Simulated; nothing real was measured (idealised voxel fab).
The process module presented herein is designated voxel wiring stack.
Each square cell in cross-section cut measures 5 nm, and the section as a whole is 210 nm wide.
Heads up, the way a cross-section reads in here is a grid of square cells, handed over as bands from the top down, with every band being one or more rows of cells. Band: top and bottom heights (nm) first, top before bottom; then materials from left to right, widths in nm. "full width" marks a sole material filling the band edge to edge. "air" denotes empty space. Measure heights from 0. That's the level where, below it, the as-received wafer is all one material. The lowest band is bottomless and extends downward; write it as in "from 0 down". The two numbers in a width such as "30..40" mark its ends across the band: the first belongs to the top row of cells, the second to the bottom row, and from each row to the next the width moves by the same amount. Reading "stayed the same" for a step: not a cell of the cross-section changed in it. Empty spaces counting at least 8 cells and having no open way to the top are listed in "Unvented voids". The notation width x height at distance is used for each, the distance being from the left edge and all three values in nm. Past the settings on a step's line: simulator remark, on that step. When a step includes a mask, the "overlay nm" setting on its line states how far to the right of its planned place that mask lay, and negative values state how far to the left.

Steps planned for the process
1: RECEIVE (material Si)
2: CONFORMAL_DEP (material SiO2; thk nm 10)
3: CONFORMAL_DEP (material SiCN; thk nm 5)
4: DIRECTIONAL_DEP (material SiO2; thk nm 25)
5: PATTERN (tone open; mask id METAL_1; material resist; width nm 30; pitch nm 60; thk nm 20; overlay nm 0)
6: DIRECTIONAL_ETCH (etch materials SiO2; depth nm 25)
7: DIRECTIONAL_ETCH (etch materials SiCN; depth nm 5)
8: STRIP (etch materials resist)
9: CONFORMAL_DEP (material TiN; thk nm 5)
10: FILL_DEP (material Cu; thk nm 5)
11: CMP (height nm 40)
12: CONFORMAL_DEP (material SiCN; thk nm 5)
13: DIRECTIONAL_DEP (material lowk; thk nm 25)
14: PATTERN (tone open; mask id METAL_2_HOLES; material resist; width nm 15; pitch nm 60; thk nm 20; overlay nm 0)
15: DIRECTIONAL_ETCH (etch materials lowk; depth nm 25)
16: STRIP (etch materials resist)
17: PATTERN (tone open; mask id METAL_2; material resist; width nm 30; pitch nm 60; thk nm 20; overlay nm 0)
18: DIRECTIONAL_ETCH (etch materials lowk; depth nm 15)
19: DIRECTIONAL_ETCH (etch materials SiCN; depth nm 5)
20: STRIP (etch materials resist)
21: CONFORMAL_DEP (material TiN; thk nm 5)
22: FILL_DEP (material Ru; thk nm 10)
23: CMP (height nm 70)
24: CONFORMAL_DEP (material SiCN; thk nm 5)
25: DIRECTIONAL_DEP (material SiO2; thk nm 15)
26: PATTERN (tone open; mask id PLUG_2; material resist; width nm 15; thk nm 15; overlay nm 0)
27: DIRECTIONAL_ETCH (etch materials SiO2; depth nm 15)
28: DIRECTIONAL_ETCH (etch materials SiCN; depth nm 5)
29: STRIP (etch materials resist)
30: EPI (material Ru; thk nm 10)
31: EPI (material Ru; thk nm 10)
32: DIRECTIONAL_DEP (material TiN; thk nm 5)
33: DIRECTIONAL_DEP (material Ru; thk nm 20)
34: PATTERN (tone cover; mask id METAL_3; material resist; width nm 30; pitch nm 60; thk nm 20; overlay nm 0)
35: DIRECTIONAL_ETCH (etch materials Ru; depth nm 20)
36: DIRECTIONAL_ETCH (etch materials TiN; depth nm 5)
37: STRIP (etch materials resist)
38: CONFORMAL_DEP (material SiCN; thk nm 5)
39: FILL_DEP (material SiO2; thk nm 10)
40: CMP (height nm 115)
41: CONFORMAL_DEP (material SiCN; thk nm 5)
42: DIRECTIONAL_DEP (material SiO2; thk nm 30)
43: PATTERN (tone open; mask id METAL_4_HOLES; material resist; width nm 15; pitch nm 60; thk nm 15; overlay nm 0)
44: DIRECTIONAL_ETCH (etch materials SiO2; depth nm 30)
45: STRIP (etch materials resist)
46: MASKED_ETCH (tone open; mask id METAL_4; width nm 30; pitch nm 60; etch materials SiO2; depth nm 15; overlay nm 0)
47: MASKED_ETCH (tone open; mask id METAL_4; width nm 30; pitch nm 60; etch materials SiCN; depth nm 5; overlay nm 0)
48: CONFORMAL_DEP (material TiN; thk nm 5)
49: FILL_DEP (material Cu; thk nm 10)
50: CMP (height nm 150)
51: CONFORMAL_DEP (material SiCN; thk nm 5)

Cross-section of the incoming wafer, state after step 1
> from 0 down  Si full width
> Unvented voids: none

End-of-module cross-section. Starting structure and process plan as above; one mistake made in running it
> from 155 to 150  SiCN full width
> from 150 to 140  60 SiO2 | 5 TiN | 20 Cu | 5 TiN | 30 SiO2 | 5 TiN | 20 Cu | 5 TiN | 60 SiO2
> from 140 to 135  60 SiO2 | 5 TiN | 5 Cu | 20 TiN | 30 SiO2 | 5 TiN | 5 Cu | 20 TiN | 60 SiO2
> from 135 to 120  60 SiO2 | 5 TiN | 5 Cu | 5 TiN | 45 SiO2 | 5 TiN | 5 Cu | 5 TiN | 75 SiO2
> from 120 to 115  60 SiCN | 15 TiN | 45 SiCN | 15 TiN | 75 SiCN
> from 115 to 95  60 SiO2 | 5 SiCN | 20 Ru | 5 SiCN | 30 SiO2 | 5 SiCN | 20 Ru | 5 SiCN | 60 SiO2
> from 95 to 90  65 SiCN | 20 TiN | 40 SiCN | 20 TiN | 65 SiCN
> from 90 to 75  60 SiO2 | 15 Ru | 135 SiO2
> from 75 to 70  60 SiCN | 15 Ru | 135 SiCN
> from 70 to 60  60 lowk | 5 TiN | 20 Ru | 5 TiN | 30 lowk | 5 TiN | 20 Ru | 5 TiN | 60 lowk
> from 60 to 55  60 lowk | 5 TiN | 5 Ru | 20 TiN | 30 lowk | 5 TiN | 5 Ru | 20 TiN | 60 lowk
> from 55 to 45  60 lowk | 5 TiN | 5 Ru | 5 TiN | 45 lowk | 5 TiN | 5 Ru | 5 TiN | 75 lowk
> from 45 to 40  60 SiCN | 15 TiN | 45 SiCN | 15 TiN | 75 SiCN
> from 40 to 15  60 SiO2 | 5 TiN | 20 Cu | 5 TiN | 30 SiO2 | 5 TiN | 20 Cu | 5 TiN | 60 SiO2
> from 15 to 10  60 SiCN | 30 TiN | 30 SiCN | 30 TiN | 60 SiCN
> from 10 to 0  SiO2 full width
> from 0 down  Si full width
> Unvented voids: none
Nonconformance to the process plan: step 34 was run on a setting that differed from the plan, and what really ran there is PATTERN (tone cover; mask id METAL_3; material resist; width nm 20; pitch nm 60; thk nm 20; overlay nm 0)
